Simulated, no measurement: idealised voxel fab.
The document below concerns the process module designated voxel wiring stack.
cross-section cut | 265 nm wide | cells 5 nm
Throughout this document, each cross-section is represented as a grid of square cells and is presented as a sequence of bands enumerated from the top downward, where a band comprises one or more rows of cells.
It is stipulated that each band's entry specify, in nanometres, the height of the top of the band and then that of its bottom, followed by the materials of the band in left-to-right sequence, each together with its width in nanometres. A single material marked by the word "all across" is understood to fill the band from edge to edge; the word "air" is understood to denote empty space.
Heads up on the height convention: 0 is the point under which the incoming wafer is all one material, and the lowest band has no bottom, it just keeps going down, like "0..down".
You'd read "30->40" like this: the band's top row of cells is as wide as the first number, its bottom row is as wide as the second, and going down, every row changes width by the same amount as the row before did.
"everything unchanged" after a step means that no cell of the cross-section changed.
The entry titled "Enclosed void catalog" provides the empty spaces that have no open way to the top, restricted to those of 8 cells or more. Each is presented as width x height at distance, the distance being measured from the left edge, with all three in nm.
On each step's line, the part that comes after the settings is the simulator's own comment on the step.
Regarding "overlay nm": on a step with a mask, it is the distance the mask lay to the right of its planned place; a negative value places it to the left.

PROCESS STEPS FORESEEN IN THE PLAN
1,RECEIVE [material Si]
2,CONFORMAL_DEP [material SiO2] [thk nm 10]
3,CONFORMAL_DEP [material SiCN] [thk nm 5]
4,DIRECTIONAL_DEP [material lowk] [thk nm 20]
5,DIRECTIONAL_DEP [material aC] [thk nm 15]
6,PATTERN [tone open] [mask id METAL_1] [material resist] [width nm 20] [pitch nm 45] [thk nm 35] [overlay nm 0]
7,DIRECTIONAL_ETCH [etch materials aC] [depth nm 15]
8,STRIP [etch materials resist]
9,DIRECTIONAL_ETCH [etch materials lowk] [depth nm 20]
10,DIRECTIONAL_ETCH [etch materials SiCN] [depth nm 5]
11,STRIP [etch materials aC]
12,CONFORMAL_DEP [material TiN] [thk nm 5]
13,FILL_DEP [material Cu] [thk nm 10]
14,CMP [height nm 35]
15,EPI [material Ru] [thk nm 5]
16,FILL_DEP [material SiCN] [thk nm 5]
17,DIRECTIONAL_DEP [material lowk] [thk nm 10]
18,MASKED_ETCH [tone open] [mask id PLUG_1] [width nm 15] [pitch nm 45] [etch materials lowk] [depth nm 10] [overlay nm 0]
19,MASKED_ETCH [tone open] [mask id PLUG_1] [width nm 15] [pitch nm 45] [etch materials SiCN] [depth nm 5] [overlay nm 0]
20,CONFORMAL_DEP [material TiN] [thk nm 5]
21,FILL_DEP [material Cu] [thk nm 5]
22,CMP [height nm 55]
23,CONFORMAL_DEP [material SiCN] [thk nm 5]
24,DIRECTIONAL_DEP [material lowk] [thk nm 25]
25,MASKED_ETCH [tone open] [mask id METAL_2] [width nm 20] [pitch nm 45] [etch materials lowk] [depth nm 25] [overlay nm 0]
26,MASKED_ETCH [tone open] [mask id METAL_2] [width nm 20] [pitch nm 45] [etch materials SiCN] [depth nm 5] [overlay nm 0]
27,CONFORMAL_DEP [material TiN] [thk nm 5]
28,FILL_DEP [material Cu] [thk nm 10]
29,CMP [height nm 85]
30,CONFORMAL_DEP [material SiCN] [thk nm 5]
31,DIRECTIONAL_DEP [material lowk] [thk nm 10]
32,PATTERN [tone open] [mask id PLUG_2] [material resist] [width nm 15] [pitch nm 45] [thk nm 20] [overlay nm 0]
33,DIRECTIONAL_ETCH [etch materials lowk] [depth nm 10]
34,DIRECTIONAL_ETCH [etch materials SiCN] [depth nm 5]
35,STRIP [etch materials resist]
36,CONFORMAL_DEP [material TiN] [thk nm 5]
37,FILL_DEP [material W] [thk nm 10]
38,CMP [height nm 100]
39,DIRECTIONAL_DEP [material TiN] [thk nm 5]
40,DIRECTIONAL_DEP [material Ru] [thk nm 20]
41,MASKED_ETCH [tone cover] [mask id METAL_3] [width nm 20] [pitch nm 45] [etch materials Ru] [depth nm 20] [overlay nm 0]
42,MASKED_ETCH [tone cover] [mask id METAL_3] [width nm 20] [pitch nm 45] [etch materials TiN] [depth nm 5] [overlay nm 0]
43,CONFORMAL_DEP [material SiN] [thk nm 5]
44,FILL_DEP [material lowk] [thk nm 5]
45,CMP [height nm 125]
46,CONFORMAL_DEP [material SiCN] [thk nm 5]
47,DIRECTIONAL_DEP [material lowk] [thk nm 20]
48,DIRECTIONAL_DEP [material aC] [thk nm 15]
49,PATTERN [tone open] [mask id PLUG_3] [material resist] [width nm 15] [thk nm 30] [overlay nm 0]
50,DIRECTIONAL_ETCH [etch materials aC] [depth nm 15]
51,STRIP [etch materials resist]
52,DIRECTIONAL_ETCH [etch materials lowk] [depth nm 20]
53,DIRECTIONAL_ETCH [etch materials SiCN] [depth nm 5]
54,STRIP [etch materials aC]
55,CONFORMAL_DEP [material TiN] [thk nm 5]
56,FILL_DEP [material W] [thk nm 10]
57,CMP [height nm 150]
58,CONFORMAL_DEP [material SiN] [thk nm 5]
59,DIRECTIONAL_DEP [material lowk] [thk nm 15]
60,PATTERN [tone open] [mask id METAL_4] [material resist] [width nm 20] [pitch nm 45] [thk nm 15] [overlay nm 0]
61,DIRECTIONAL_ETCH [etch materials lowk] [depth nm 15]
62,DIRECTIONAL_ETCH [etch materials SiN] [depth nm 5]
63,STRIP [etch materials resist]
64,CONFORMAL_DEP [material TiN] [thk nm 5]
65,FILL_DEP [material Cu] [thk nm 10]
66,CMP [height nm 170]
67,CONFORMAL_DEP [material SiCN] [thk nm 5]

STEP 1 COMPLETE: CROSS-SECTION OF THE WAFER AS RECEIVED
    0..down  Si all across
    Enclosed void catalog: none

STARTING WAFER: ABOVE. PLAN: ABOVE. RUN: ONE MISTAKE. CROSS-SECTION AFTER THE MODULE: BELOW
    175..170  SiCN all across
    170..155  100 of lowk / 5 of TiN / 10 of Cu / 5 of TiN / 25 of lowk / 5 of TiN / 10 of Cu / 5 of TiN / 100 of lowk
    155..150  100 of SiN / 20 of TiN / 25 of SiN / 20 of TiN / 100 of SiN
    150..130  100 of lowk / 5 of TiN / 5 of W / 5 of TiN / 150 of lowk
    130..125  100 of SiCN / 15 of TiN / 150 of SiCN
    125..105  95 of lowk / 5 of SiN / 20 of Ru / 5 of SiN / 15 of lowk / 5 of SiN / 20 of Ru / 5 of SiN / 95 of lowk
    105..100  100 of SiN / 20 of TiN / 25 of SiN / 20 of TiN / 100 of SiN
    100..90  100 of lowk / 5 of TiN / 5 of W / 5 of TiN / 30 of lowk / 5 of TiN / 5 of W / 5 of TiN / 105 of lowk
    90..85  100 of SiCN / 15 of TiN / 30 of SiCN / 15 of TiN / 105 of SiCN
    85..70  100 of lowk / 5 of TiN / 10 of Cu / 5 of TiN / 25 of lowk / 5 of TiN / 10 of Cu / 5 of TiN / 100 of lowk
    70..65  100 of SiCN / 20 of TiN / 25 of SiCN / 20 of TiN / 100 of SiCN
    65..55  SiCN all across
    55..45  100 of lowk / 5 of TiN / 5 of Cu / 5 of TiN / 30 of lowk / 5 of TiN / 5 of Cu / 5 of TiN / 105 of lowk
    45..40  100 of SiCN / 15 of TiN / 30 of SiCN / 15 of TiN / 105 of SiCN
    40..35  95 of SiCN / 30 of Ru / 15 of SiCN / 30 of Ru / 95 of SiCN
    35..15  100 of lowk / 5 of TiN / 10 of Cu / 5 of TiN / 25 of lowk / 5 of TiN / 10 of Cu / 5 of TiN / 100 of lowk
    15..10  100 of SiCN / 20 of TiN / 25 of SiCN / 20 of TiN / 100 of SiCN
    10..0  SiO2 all across
    0..down  Si all across
    Enclosed void catalog: none
Which mistake was made when the wafer was run? planned and actual differ for step 23; actual: CONFORMAL_DEP [material SiCN] [thk nm 15]
